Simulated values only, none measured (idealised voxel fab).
Herein follows the process module entitled voxel lift off.
Cross-sectional view cut (width: 280 nm; square cell size: 5 nm).
How to read a cross-section here: the picture is a grid of square cells, written as bands going from the top down, and any band can span one or more rows of cells. Quick guide to a band line: top height, bottom height (nm) up front; then every material left to right with its width in nm. Only one material and it's marked "all across"? Then it fills the band edge to edge. And "empty" just means empty space. For the purposes of this specification, 0 denotes the height below which the wafer in its as-received condition is composed wholly of one material, and the lowermost band, lacking a lower limit, extends downward without end, as expressed in "z 0 and below". Quick explanation for "30..40": the width changes in equal steps down the rows of cells, from the first number in the band's top row to the second number in its bottom row. Any step labelled "no change occurred" changed none of the cells in the cross-section. Voids not open to the top, 8 cells minimum: see "Sealed void list". Written width x height at distance; distance is from the left edge; nm. after a step's settings: what the simulator itself notes on the step. "overlay nm" answers the question of how far to the right of plan the mask lay on a step that has a mask, and when it is negative the answer is to the left.

Process steps foreseen in the plan
step 1: op RECEIVE | material Si
step 2: op CONFORMAL_DEP | material SiO2 | thk nm 10
step 3: op PATTERN | tone open | mask id LINES | material resist | width nm 15 | pitch nm 40 | thk nm 20 | overlay nm 0
step 4: op DIRECTIONAL_DEP | material Ru | thk nm 5
step 5: op STRIP | etch materials resist
step 6: op CONFORMAL_DEP | material SiCN | thk nm 5
Every wafer here starts from the same state; it is the step 3 width nm that distinguishes them, and the value the plan gives belongs to the first wafer.

Received wafers, first of several: cross-section after step 1
  z 0 and below | Si all across
  Sealed void list: none

Per-wafer rows below. For each material: cells gained (+) or lost (-) since the wafer was received, as of end of module. Then: closed voids
width nm 15; +6 Ru; +60 SiCN; +112 SiO2; Sealed void list: none
width nm 20; +8 Ru; +60 SiCN; +112 SiO2; Sealed void list: none
width nm 25; +10 Ru; +60 SiCN; +112 SiO2; Sealed void list: none
